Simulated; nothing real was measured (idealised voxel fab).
The document below concerns the process module designated voxel released beams.
cross-section cut | 170 nm wide | cells 5 nm
Bands, listed from the top down, are how a cross-section gets written in this document; the cross-section itself is a grid of square cells, and a band is one or more rows of them. Top, bottom (nm), then materials left to right with widths (nm); lone material tagged "everywhere" fills the whole band edge to edge; "empty" = empty space. We count height from 0. Below that, the starting wafer is all one material. The lowest band never ends at the bottom but goes on down; see "z 0 and below" for how that is written. When a width is written as two numbers, as in "30 to 40", the first number is the width in the top row of cells of the band and the second is the width in its bottom row, and the width changes by the same amount from each row to the next. Step note "remained the same" = no cross-section cell changed. "Internal closed voids" lists enclosed empty spaces (at least 8 cells, no open path upward to the top), each as width x height at distance from the left edge, in nm. Whatever follows a step's settings on its line is a remark the simulator itself makes about that step. overlay nm: on a step with a mask, how far right of its planned place the mask lay; negative means left.

SO HERE'S THE LINEUP OF PROCESS STEPS WE PLANNED
| 1 | RECEIVE,material Si |
| 2 | CONFORMAL_DEP,material Al2O3,thk nm 5 |
| 3 | DIRECTIONAL_DEP,material SiO2,thk nm 10 |
| 4 | DIRECTIONAL_DEP,material aC,thk nm 10 |
| 5 | PATTERN,tone open,mask id ANCHOR,material resist,width nm 35,thk nm 25,overlay nm 0 |
| 6 | DIRECTIONAL_ETCH,etch materials aC,depth nm 10 |
| 7 | STRIP,etch materials resist |
| 8 | DIRECTIONAL_ETCH,etch materials SiO2,depth nm 10 |
| 9 | STRIP,etch materials aC |
| 10 | CONFORMAL_DEP,material SiN,thk nm 10 |
| 11 | DIRECTIONAL_DEP,material aC,thk nm 10 |
| 12 | PATTERN,tone cover,mask id BEAM,material resist,width nm 90,thk nm 30,overlay nm 0 |
| 13 | DIRECTIONAL_ETCH,etch materials aC,depth nm 10 |
| 14 | STRIP,etch materials resist |
| 15 | DIRECTIONAL_ETCH,etch materials SiN,depth nm 10 |
| 16 | STRIP,etch materials aC |
| 17 | STRIP,etch materials SiO2 |

SO THIS IS THE INCOMING WAFER IN CROSS-SECTION - IT'S ALREADY BEEN THROUGH STEP 1
z 0 and below: Si everywhere
Internal closed voids: none

HERE'S THE CROSS-SECTION OF THE FIRST OF OUR TWO WAFERS AT THE END OF THE MODULE - IT RAN AS PLANNED
z 25 to 15: empty (35); SiN (15); empty (15); SiN (60); empty (45)
z 15 to 5: empty (40); SiN (35); empty (95)
z 5 to 0: Al2O3 everywhere
z 0 and below: Si everywhere
Internal closed voids: none

WAFER TWO, END OF MODULE, CROSS-SECTION. SAME START, SAME PLAN AS WAFER ONE. ONE MISTAKE IN THE RUN
z 25 to 15: empty (35); SiN (90); empty (45)
z 15 to 0: Al2O3 everywhere
z 0 and below: Si everywhere
Internal closed voids: none
It is concluded that the wafer was processed incorrectly with respect to the plan, in that step 3 ran differently from the plan; actual operation with settings: DIRECTIONAL_DEP,material Al2O3,thk nm 10
FYI, end of process, the second wafer has more or fewer cells of some materials than the first: +68 Al2O3 | -8 SiN
